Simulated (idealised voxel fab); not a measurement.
Presented below is a process module, voxel self aligned contacts.
Displayed cross-section: cut, width of 160 nm, square cells sized 5 nm.
Cross-section spec: square-cell grid; bands listed top down; each band is one or more rows. Band: top height; bottom height; in nm. Then, left to right: material with width in nm, for each material. "throughout": a single material spanning edge to edge. "empty": empty space. A quick word on heights: they are counted from 0, and under that level the wafer as it came to us is one material throughout. The lowest band is different from the rest in having no bottom; it simply continues downward, written as in "0..down". When a width is written as two numbers, as in "30 to 40", the first number is the width in the top row of cells of the band and the second is the width in its bottom row, and the width changes by the same amount from each row to the next. The cross-section has no changed cell in any step marked "left unchanged". In "Sealed internal cavities" the enclosed voids are listed, meaning empty spaces of 8 cells or larger without any opening to the top. The form is width x height at distance, distance from the left edge, units nm. If you see something after the settings on a step's line, that's the simulator's own remark about that step. A step line may carry the setting "overlay nm", which, for steps involving a mask, states the distance by which the mask lay to the right of its intended position; negative values denote displacement to the left. The remainder of this document consists of a sequence of paired cross-sections. Each pair presents the cross-section prior to one process step together with the cross-section following it, the latter being rendered only as deep as the lowest band that underwent change. The intervening step, together with its settings, is stated beneath each pair. Because the pairs may originate from different runs of this module on the same starting wafer, a given pair is to be read as continuing from the preceding pair only where its entry headed "Snapshot before" so indicates.
-- Snapshot before
	70..65 = 65 TiN, then 30 empty, then 65 TiN
	65..55 = 60 SiO2, then 5 to 15 TiN, then 30 to 10 empty, then 5 to 15 TiN, then 60 SiO2
	55..35 = 30 SiO2, then 40 SiN, then 5 TiN, then 10 empty, then 5 TiN, then 40 SiN, then 30 SiO2
	35..15 = 30 SiO2, then 5 SiN, then 30 polySi, then 5 SiN, then 5 TiN, then 10 empty, then 5 TiN, then 5 SiN, then 30 polySi, then 5 SiN, then 30 SiO2
	15..10 = 30 SiO2, then 5 SiN, then 30 polySi, then 5 SiN, then 20 TiN, then 5 SiN, then 30 polySi, then 5 SiN, then 30 SiO2
	10..5 = polySi throughout
	5..0 = SiO2 throughout
	0..down = Si throughout
	Sealed internal cavities: none
-- Step Outcome
	75..70 = Ru throughout
	70..65 = 65 TiN, then 30 Ru, then 65 TiN
	65..55 = 60 SiO2, then 5 to 15 TiN, then 30 to 10 Ru, then 5 to 15 TiN, then 60 SiO2
	55..35 = 30 SiO2, then 40 SiN, then 5 TiN, then 10 Ru, then 5 TiN, then 40 SiN, then 30 SiO2
	35..15 = 30 SiO2, then 5 SiN, then 30 polySi, then 5 SiN, then 5 TiN, then 10 Ru, then 5 TiN, then 5 SiN, then 30 polySi, then 5 SiN, then 30 SiO2
	below 15: unchanged
	Sealed internal cavities: none
Step, before to after (see cross-sections above): FILL_DEP [material Ru] [thk nm 5]
Snapshot before: the after view from the pair directly above serves as the before view here.
-- Step Outcome
	65..55 = 60 SiO2, then 5 to 15 TiN, then 30 to 10 Ru, then 5 to 15 TiN, then 60 SiO2
	below 55: unchanged
	Sealed internal cavities: none
Step, before to after (see cross-sections above): CMP [height nm 65]
Snapshot before: the after view from the pair directly above serves as the before view here.
-- Step Outcome
	70..65 = SiCN throughout
	below 65: unchanged
	Sealed internal cavities: none
Step, before to after (see cross-sections above): CONFORMAL_DEP [material SiCN] [thk nm 5]
-- Snapshot before
	55..35 = SiN throughout
	35..5 = polySi throughout
	5..0 = SiO2 throughout
	0..down = Si throughout
	Sealed internal cavities: none
-- Step Outcome
	55..35 = 40 empty, then 20 SiN, then 40 empty, then 20 SiN, then 40 empty
	below 35: unchanged
	Sealed internal cavities: none
Step, before to after (see cross-sections above): MASKED_ETCH [tone cover] [mask id GATE] [width nm 20] [pitch nm 60] [etch materials SiN] [depth nm 20] [overlay nm 0]
Snapshot before: the after view from the pair directly above serves as the before view here.
-- Step Outcome
	55..35 = 40 empty, then 20 SiN, then 40 empty, then 20 SiN, then 40 empty
	35..5 = 35 empty, then 30 polySi, then 30 empty, then 30 polySi, then 35 empty
	below 5: unchanged
	Sealed internal cavities: none
Step, before to after (see cross-sections above): MASKED_ETCH [tone cover] [mask id GATE] [width nm 30] [pitch nm 60] [etch materials polySi] [depth nm 30] [overlay nm 0]
Snapshot before: the after view from the pair directly above serves as the before view here.
-- Step Outcome
	60..40 = 35 empty, then 30 SiN, then 30 empty, then 30 SiN, then 35 empty
	40..35 = 30 empty, then 40 SiN, then 20 empty, then 40 SiN, then 30 empty
	35..10 = 30 empty, then 5 SiN, then 30 polySi, then 5 SiN, then 20 empty, then 5 SiN, then 30 polySi, then 5 SiN, then 30 empty
	10..5 = 35 SiN, then 30 polySi, then 30 SiN, then 30 polySi, then 35 SiN
	below 5: unchanged
	Sealed internal cavities: none
Step, before to after (see cross-sections above): CONFORMAL_DEP [material SiN] [thk nm 5]
Snapshot before: the after view from the pair directly above serves as the before view here.
-- Step Outcome
	55..35 = 35 empty, then 30 SiN, then 30 empty, then 30 SiN, then 35 empty
	35..5 = 30 empty, then 5 SiN, then 30 polySi, then 5 SiN, then 20 empty, then 5 SiN, then 30 polySi, then 5 SiN, then 30 empty
	below 5: unchanged
	Sealed internal cavities: none
Step, before to after (see cross-sections above): DIRECTIONAL_ETCH [etch materials SiN] [depth nm 5]
Snapshot before: the after view from the pair directly above serves as the before view here.
-- Step Outcome
	75..55 = SiO2 throughout
	55..35 = 35 SiO2, then 30 SiN, then 30 SiO2, then 30 SiN, then 35 SiO2
	35..5 = 30 SiO2, then 5 SiN, then 30 polySi, then 5 SiN, then 20 SiO2, then 5 SiN, then 30 polySi, then 5 SiN, then 30 SiO2
	below 5: unchanged
	Sealed internal cavities: none
Step, before to after (see cross-sections above): FILL_DEP [material SiO2] [thk nm 20]
Snapshot before: the after view from the pair directly above serves as the before view here.
-- Step Outcome
	65..55 = SiO2 throughout
	below 55: unchanged
	Sealed internal cavities: none
Step, before to after (see cross-sections above): CMP [height nm 65]
Snapshot before: the after view from the pair directly above serves as the before view here.
-- Step Outcome
	75..65 = aC throughout
	below 65: unchanged
	Sealed internal cavities: none
Step, before to after (see cross-sections above): DIRECTIONAL_DEP [material aC] [thk nm 10]
Snapshot before: the after view from the pair directly above serves as the before view here.
-- Step Outcome
	100..75 = 60 resist, then 40 empty, then 60 resist
	below 75: unchanged
	Sealed internal cavities: none
Step, before to after (see cross-sections above): PATTERN [tone open] [mask id CONTACT] [material resist] [width nm 40] [thk nm 25] [overlay nm 0]
Snapshot before: the after view from the pair directly above serves as the before view here.
-- Step Outcome
	90..75 = 60 resist, then 40 empty, then 60 resist
	75..65 = 60 aC, then 40 empty, then 60 aC
	below 65: unchanged
	Sealed internal cavities: none
Step, before to after (see cross-sections above): DIRECTIONAL_ETCH [etch materials aC] [depth nm 10]
Snapshot before: the after view from the pair directly above serves as the before view here.
-- Step Outcome
	75..65 = 60 aC, then 40 empty, then 60 aC
	below 65: unchanged
	Sealed internal cavities: none
Step, before to after (see cross-sections above): STRIP [etch materials resist]
Snapshot before: the after view from the pair directly above serves as the before view here.
-- Step Outcome
	75..65 = 60 aC, then 40 empty, then 60 aC
	65..55 = 60 SiO2, then 40 empty, then 60 SiO2
	55..35 = 35 SiO2, then 30 SiN, then 30 empty, then 30 SiN, then 35 SiO2
	35..5 = 30 SiO2, then 5 SiN, then 30 polySi, then 5 SiN, then 20 empty, then 5 SiN, then 30 polySi, then 5 SiN, then 30 SiO2
	5..0 = 70 SiO2, then 20 empty, then 70 SiO2
	below 0: unchanged
	Sealed internal cavities: none
Step, before to after (see cross-sections above): DIRECTIONAL_ETCH [etch materials SiO2] [depth nm 65]
Snapshot before: the after view from the pair directly above serves as the before view here.
-- Step Outcome
	65..55 = 60 SiO2, then 40 empty, then 60 SiO2
	below 55: unchanged
	Sealed internal cavities: none
Step, before to after (see cross-sections above): STRIP [etch materials aC]
Snapshot before: the after view from the pair directly above serves as the before view here.
-- Step Outcome
	70..65 = 65 TiN, then 30 empty, then 65 TiN
	65..55 = 60 SiO2, then 5 to 10 TiN, then 30 to 20 empty, then 5 to 10 TiN, then 60 SiO2
	55..40 = 35 SiO2, then 30 SiN, then 5 TiN, then 20 empty, then 5 TiN, then 30 SiN, then 35 SiO2
	40..35 = 35 SiO2, then 30 SiN, then 10 TiN, then 10 empty, then 10 TiN, then 30 SiN, then 35 SiO2
	35..5 = 30 SiO2, then 5 SiN, then 30 polySi, then 5 SiN, then 5 TiN, then 10 empty, then 5 TiN, then 5 SiN, then 30 polySi, then 5 SiN, then 30 SiO2
	5..0 = 70 SiO2, then 20 TiN, then 70 SiO2
	below 0: unchanged
	Sealed internal cavities: none
Step, before to after (see cross-sections above): CONFORMAL_DEP [material TiN] [thk nm 5]
Snapshot before: the after view from the pair directly above serves as the before view here.
-- Step Outcome
	75..70 = Ru throughout
	70..65 = 65 TiN, then 30 Ru, then 65 TiN
	65..55 = 60 SiO2, then 5 to 10 TiN, then 30 to 20 Ru, then 5 to 10 TiN, then 60 SiO2
	55..40 = 35 SiO2, then 30 SiN, then 5 TiN, then 20 Ru, then 5 TiN, then 30 SiN, then 35 SiO2
	40..35 = 35 SiO2, then 30 SiN, then 10 TiN, then 10 Ru, then 10 TiN, then 30 SiN, then 35 SiO2
	35..5 = 30 SiO2, then 5 SiN, then 30 polySi, then 5 SiN, then 5 TiN, then 10 Ru, then 5 TiN, then 5 SiN, then 30 polySi, then 5 SiN, then 30 SiO2
	below 5: unchanged
	Sealed internal cavities: none
Step, before to after (see cross-sections above): FILL_DEP [material Ru] [thk nm 5]
Snapshot before: the after view from the pair directly above serves as the before view here.
-- Step Outcome
	65..55 = 60 SiO2, then 5 to 10 TiN, then 30 to 20 Ru, then 5 to 10 TiN, then 60 SiO2
	below 55: unchanged
	Sealed internal cavities: none
Step, before to after (see cross-sections above): CMP [height nm 65]
Snapshot before: the after view from the pair directly above serves as the before view here.
-- Step Outcome
	70..65 = SiCN throughout
	below 65: unchanged
	Sealed internal cavities: none
Step, before to after (see cross-sections above): CONFORMAL_DEP [material SiCN] [thk nm 5]
-- Snapshot before
	55..35 = SiN throughout
	35..5 = polySi throughout
	5..0 = SiO2 throughout
	0..down = Si throughout
	Sealed internal cavities: none
-- Step Outcome
	55..35 = 40 empty, then 30 SiN, then 30 empty, then 30 SiN, then 30 empty
	below 35: unchanged
	Sealed internal cavities: none
Step, before to after (see cross-sections above): MASKED_ETCH [tone cover] [mask id GATE] [width nm 30] [pitch nm 60] [etch materials SiN] [depth nm 20] [overlay nm 5]
Snapshot before: the after view from the pair directly above serves as the before view here.
-- Step Outcome
	55..35 = 40 empty, then 30 SiN, then 30 empty, then 30 SiN, then 30 empty
	35..5 = 35 empty, then 35 polySi, then 25 empty, then 35 polySi, then 30 empty
	below 5: unchanged
	Sealed internal cavities: none
Step, before to after (see cross-sections above): MASKED_ETCH [tone cover] [mask id GATE] [width nm 30] [pitch nm 60] [etch materials polySi] [depth nm 30] [overlay nm 0]
Snapshot before: the after view from the pair directly above serves as the before view here.
-- Step Outcome
	60..40 = 35 empty, then 40 SiN, then 20 empty, then 40 SiN, then 25 empty
	40..35 = 30 empty, then 45 SiN, then 15 empty, then 45 SiN, then 25 empty
	35..10 = 30 empty, then 5 SiN, then 35 polySi, then 5 SiN, then 15 empty, then 5 SiN, then 35 polySi, then 5 SiN, then 25 empty
	10..5 = 35 SiN, then 35 polySi, then 25 SiN, then 35 polySi, then 30 SiN
	below 5: unchanged
	Sealed internal cavities: none
Step, before to after (see cross-sections above): CONFORMAL_DEP [material SiN] [thk nm 5]
Snapshot before: the after view from the pair directly above serves as the before view here.
-- Step Outcome
	55..35 = 35 empty, then 40 SiN, then 20 empty, then 40 SiN, then 25 empty
	35..5 = 30 empty, then 5 SiN, then 35 polySi, then 5 SiN, then 15 empty, then 5 SiN, then 35 polySi, then 5 SiN, then 25 empty
	below 5: unchanged
	Sealed internal cavities: none
Step, before to after (see cross-sections above): DIRECTIONAL_ETCH [etch materials SiN] [depth nm 5]
Snapshot before: the after view from the pair directly above serves as the before view here.
-- Step Outcome
	75..55 = SiO2 throughout
	55..35 = 35 SiO2, then 40 SiN, then 20 SiO2, then 40 SiN, then 25 SiO2
	35..5 = 30 SiO2, then 5 SiN, then 35 polySi, then 5 SiN, then 15 SiO2, then 5 SiN, then 35 polySi, then 5 SiN, then 25 SiO2
	below 5: unchanged
	Sealed internal cavities: none
Step, before to after (see cross-sections above): FILL_DEP [material SiO2] [thk nm 20]
Snapshot before: the after view from the pair directly above serves as the before view here.
-- Step Outcome
	65..55 = SiO2 throughout
	below 55: unchanged
	Sealed internal cavities: none
Step, before to after (see cross-sections above): CMP [height nm 65]
Snapshot before: the after view from the pair directly above serves as the before view here.
-- Step Outcome
	75..65 = aC throughout
	below 65: unchanged
	Sealed internal cavities: none
Step, before to after (see cross-sections above): DIRECTIONAL_DEP [material aC] [thk nm 10]
Snapshot before: the after view from the pair directly above serves as the before view here.
-- Step Outcome
	100..75 = 60 resist, then 40 empty, then 60 resist
	below 75: unchanged
	Sealed internal cavities: none
Step, before to after (see cross-sections above): PATTERN [tone open] [mask id CONTACT] [material resist] [width nm 40] [thk nm 25] [overlay nm 0]
Snapshot before: the after view from the pair directly above serves as the before view here.
-- Step Outcome
	90..75 = 60 resist, then 40 empty, then 60 resist
	75..65 = 60 aC, then 40 empty, then 60 aC
	below 65: unchanged
	Sealed internal cavities: none
Step, before to after (see cross-sections above): DIRECTIONAL_ETCH [etch materials aC] [depth nm 10]
Snapshot before: the after view from the pair directly above serves as the before view here.
-- Step Outcome
	75..65 = 60 aC, then 40 empty, then 60 aC
	below 65: unchanged
	Sealed internal cavities: none
Step, before to after (see cross-sections above): STRIP [etch materials resist]
Snapshot before: the after view from the pair directly above serves as the before view here.
-- Step Outcome
	75..65 = 60 aC, then 40 empty, then 60 aC
	65..55 = 60 SiO2, then 40 empty, then 60 SiO2
	55..35 = 35 SiO2, then 40 SiN, then 20 empty, then 40 SiN, then 25 SiO2
	35..5 = 30 SiO2, then 5 SiN, then 35 polySi, then 5 SiN, then 15 empty, then 5 SiN, then 35 polySi, then 5 SiN, then 25 SiO2
	5..0 = 75 SiO2, then 15 empty, then 70 SiO2
	below 0: unchanged
	Sealed internal cavities: none
Step, before to after (see cross-sections above): DIRECTIONAL_ETCH [etch materials SiO2] [depth nm 65]
Snapshot before: the after view from the pair directly above serves as the before view here.
-- Step Outcome
	65..55 = 60 SiO2, then 40 empty, then 60 SiO2
	below 55: unchanged
	Sealed internal cavities: none
Step, before to after (see cross-sections above): STRIP [etch materials aC]
Snapshot before: the after view from the pair directly above serves as the before view here.
-- Step Outcome
	70..65 = 65 TiN, then 30 empty, then 65 TiN
	65..55 = 60 SiO2, then 5 to 20 TiN, then 30 to 10 empty, then 5 to 10 TiN, then 60 SiO2
	55..40 = 35 SiO2, then 40 SiN, then 5 TiN, then 10 empty, then 5 TiN, then 40 SiN, then 25 SiO2
	40..35 = 35 SiO2, then 40 SiN, then 5 TiN, then 5 empty, then 10 TiN, then 40 SiN, then 25 SiO2
	35..5 = 30 SiO2, then 5 SiN, then 35 polySi, then 5 SiN, then 5 TiN, then 5 empty, then 5 TiN, then 5 SiN, then 35 polySi, then 5 SiN, then 25 SiO2
	5..0 = 75 SiO2, then 15 TiN, then 70 SiO2
	below 0: unchanged
	Sealed internal cavities: none
Step, before to after (see cross-sections above): CONFORMAL_DEP [material TiN] [thk nm 5]
Snapshot before: the after view from the pair directly above serves as the before view here.
-- Step Outcome
	75..70 = Ru throughout
	70..65 = 65 TiN, then 30 Ru, then 65 TiN
	65..55 = 60 SiO2, then 5 to 20 TiN, then 30 to 10 Ru, then 5 to 10 TiN, then 60 SiO2
	55..40 = 35 SiO2, then 40 SiN, then 5 TiN, then 10 Ru, then 5 TiN, then 40 SiN, then 25 SiO2
	40..35 = 35 SiO2, then 40 SiN, then 5 TiN, then 5 Ru, then 10 TiN, then 40 SiN, then 25 SiO2
	35..5 = 30 SiO2, then 5 SiN, then 35 polySi, then 5 SiN, then 5 TiN, then 5 Ru, then 5 TiN, then 5 SiN, then 35 polySi, then 5 SiN, then 25 SiO2
	below 5: unchanged
	Sealed internal cavities: none
Step, before to after (see cross-sections above): FILL_DEP [material Ru] [thk nm 5]
Snapshot before: the after view from the pair directly above serves as the before view here.
-- Step Outcome
	65..55 = 60 SiO2, then 5 to 20 TiN, then 30 to 10 Ru, then 5 to 10 TiN, then 60 SiO2
	below 55: unchanged
	Sealed internal cavities: none
Step, before to after (see cross-sections above): CMP [height nm 65]
Snapshot before: the after view from the pair directly above serves as the before view here.
-- Step Outcome
	70..65 = SiCN throughout
	below 65: unchanged
	Sealed internal cavities: none
Step, before to after (see cross-sections above): CONFORMAL_DEP [material SiCN] [thk nm 5]
-- Snapshot before
	65..55 = 60 SiO2, then 40 empty, then 60 SiO2
	55..35 = 30 SiO2, then 40 SiN, then 20 empty, then 40 SiN, then 30 SiO2
	35..5 = 30 SiO2, then 5 SiN, then 30 polySi, then 5 SiN, then 20 empty, then 5 SiN, then 30 polySi, then 5 SiN, then 30 SiO2
	5..0 = 70 SiO2, then 20 empty, then 70 SiO2
	0..down = Si throughout
	Sealed internal cavities: none
-- Step Outcome
	70..65 = 65 SiN, then 30 empty, then 65 SiN
	65..55 = 60 SiO2, then 5 to 15 SiN, then 30 to 10 empty, then 5 to 15 SiN, then 60 SiO2
	55..35 = 30 SiO2, then 45 SiN, then 10 empty, then 45 SiN, then 30 SiO2
	35..5 = 30 SiO2, then 5 SiN, then 30 polySi, then 10 SiN, then 10 empty, then 10 SiN, then 30 polySi, then 5 SiN, then 30 SiO2
	5..0 = 70 SiO2, then 20 SiN, then 70 SiO2
	below 0: unchanged
	Sealed internal cavities: none
Step, before to after (see cross-sections above): CONFORMAL_DEP [material SiN] [thk nm 5]
Snapshot before: the after view from the pair directly above serves as the before view here.
-- Step Outcome
	75..70 = Ru throughout
	70..65 = 65 SiN, then 30 Ru, then 65 SiN
	65..55 = 60 SiO2, then 5 to 15 SiN, then 30 to 10 Ru, then 5 to 15 SiN, then 60 SiO2
	55..35 = 30 SiO2, then 45 SiN, then 10 Ru, then 45 SiN, then 30 SiO2
	35..5 = 30 SiO2, then 5 SiN, then 30 polySi, then 10 SiN, then 10 Ru, then 10 SiN, then 30 polySi, then 5 SiN, then 30 SiO2
	below 5: unchanged
	Sealed internal cavities: none
Step, before to after (see cross-sections above): FILL_DEP [material Ru] [thk nm 5]
Snapshot before: the after view from the pair directly above serves as the before view here.
-- Step Outcome
	65..55 = 60 SiO2, then 5 to 15 SiN, then 30 to 10 Ru, then 5 to 15 SiN, then 60 SiO2
	below 55: unchanged
	Sealed internal cavities: none
Step, before to after (see cross-sections above): CMP [height nm 65]
Snapshot before: the after view from the pair directly above serves as the before view here.
-- Step Outcome
	70..65 = SiCN throughout
	below 65: unchanged
	Sealed internal cavities: none
Step, before to after (see cross-sections above): CONFORMAL_DEP [material SiCN] [thk nm 5]
-- Snapshot before
	55..35 = SiN throughout
	35..5 = polySi throughout
	5..0 = SiO2 throughout
	0..down = Si throughout
	Sealed internal cavities: none
-- Step Outcome
	55..35 = 35 SiN, then 30 empty, then 30 SiN, then 30 empty, then 35 SiN
	below 35: unchanged
	Sealed internal cavities: none
Step, before to after (see cross-sections above): MASKED_ETCH [tone open] [mask id GATE] [width nm 30] [pitch nm 60] [etch materials SiN] [depth nm 20] [overlay nm 0]
Snapshot before: the after view from the pair directly above serves as the before view here.
-- Step Outcome
	60..40 = 40 SiN, then 20 empty, then 40 SiN, then 20 empty, then 40 SiN
	40..35 = SiN throughout
	below 35: unchanged
	Sealed internal cavities: none
Step, before to after (see cross-sections above): CONFORMAL_DEP [material SiN] [thk nm 5]
Snapshot before: the after view from the pair directly above serves as the before view here.
-- Step Outcome
	55..35 = 40 SiN, then 20 empty, then 40 SiN, then 20 empty, then 40 SiN
	below 35: unchanged
	Sealed internal cavities: none
Step, before to after (see cross-sections above): DIRECTIONAL_ETCH [etch materials SiN] [depth nm 5]
Snapshot before: the after view from the pair directly above serves as the before view here.
-- Step Outcome
	75..55 = SiO2 throughout
	55..35 = 40 SiN, then 20 SiO2, then 40 SiN, then 20 SiO2, then 40 SiN
	below 35: unchanged
	Sealed internal cavities: none
Step, before to after (see cross-sections above): FILL_DEP [material SiO2] [thk nm 20]
Snapshot before: the after view from the pair directly above serves as the before view here.
-- Step Outcome
	65..55 = SiO2 throughout
	below 55: unchanged
	Sealed internal cavities: none
Step, before to after (see cross-sections above): CMP [height nm 65]
Snapshot before: the after view from the pair directly above serves as the before view here.
-- Step Outcome
	75..65 = aC throughout
	below 65: unchanged
	Sealed internal cavities: none
Step, before to after (see cross-sections above): DIRECTIONAL_DEP [material aC] [thk nm 10]
Snapshot before: the after view from the pair directly above serves as the before view here.
-- Step Outcome
	100..75 = 60 resist, then 40 empty, then 60 resist
	below 75: unchanged
	Sealed internal cavities: none
Step, before to after (see cross-sections above): PATTERN [tone open] [mask id CONTACT] [material resist] [width nm 40] [thk nm 25] [overlay nm 0]
Snapshot before: the after view from the pair directly above serves as the before view here.
-- Step Outcome
	90..75 = 60 resist, then 40 empty, then 60 resist
	75..65 = 60 aC, then 40 empty, then 60 aC
	below 65: unchanged
	Sealed internal cavities: none
Step, before to after (see cross-sections above): DIRECTIONAL_ETCH [etch materials aC] [depth nm 10]
Snapshot before: the after view from the pair directly above serves as the before view here.
-- Step Outcome
	75..65 = 60 aC, then 40 empty, then 60 aC
	below 65: unchanged
	Sealed internal cavities: none
Step, before to after (see cross-sections above): STRIP [etch materials resist]
Snapshot before: the after view from the pair directly above serves as the before view here.
-- Step Outcome
	75..65 = 60 aC, then 40 empty, then 60 aC
	65..55 = 60 SiO2, then 40 empty, then 60 SiO2
	below 55: unchanged
	Sealed internal cavities: none
Step, before to after (see cross-sections above): DIRECTIONAL_ETCH [etch materials SiO2] [depth nm 65]
Snapshot before: the after view from the pair directly above serves as the before view here.
-- Step Outcome
	65..55 = 60 SiO2, then 40 empty, then 60 SiO2
	below 55: unchanged
	Sealed internal cavities: none
Step, before to after (see cross-sections above): STRIP [etch materials aC]
Snapshot before: the after view from the pair directly above serves as the before view here.
-- Step Outcome
	70..65 = 65 TiN, then 30 empty, then 65 TiN
	65..60 = 60 SiO2, then 5 TiN, then 30 empty, then 5 TiN, then 60 SiO2
	60..55 = 60 SiO2, then 40 TiN, then 60 SiO2
	below 55: unchanged
	Sealed internal cavities: none
Step, before to after (see cross-sections above): CONFORMAL_DEP [material TiN] [thk nm 5]
Snapshot before: the after view from the pair directly above serves as the before view here.
-- Step Outcome
	75..70 = Ru throughout
	70..65 = 65 TiN, then 30 Ru, then 65 TiN
	65..60 = 60 SiO2, then 5 TiN, then 30 Ru, then 5 TiN, then 60 SiO2
	below 60: unchanged
	Sealed internal cavities: none
Step, before to after (see cross-sections above): FILL_DEP [material Ru] [thk nm 5]
Snapshot before: the after view from the pair directly above serves as the before view here.
-- Step Outcome
	65..60 = 60 SiO2, then 5 TiN, then 30 Ru, then 5 TiN, then 60 SiO2
	below 60: unchanged
	Sealed internal cavities: none
Step, before to after (see cross-sections above): CMP [height nm 65]
Snapshot before: the after view from the pair directly above serves as the before view here.
-- Step Outcome
	70..65 = SiCN throughout
	below 65: unchanged
	Sealed internal cavities: none
Step, before to after (see cross-sections above): CONFORMAL_DEP [material SiCN] [thk nm 5]
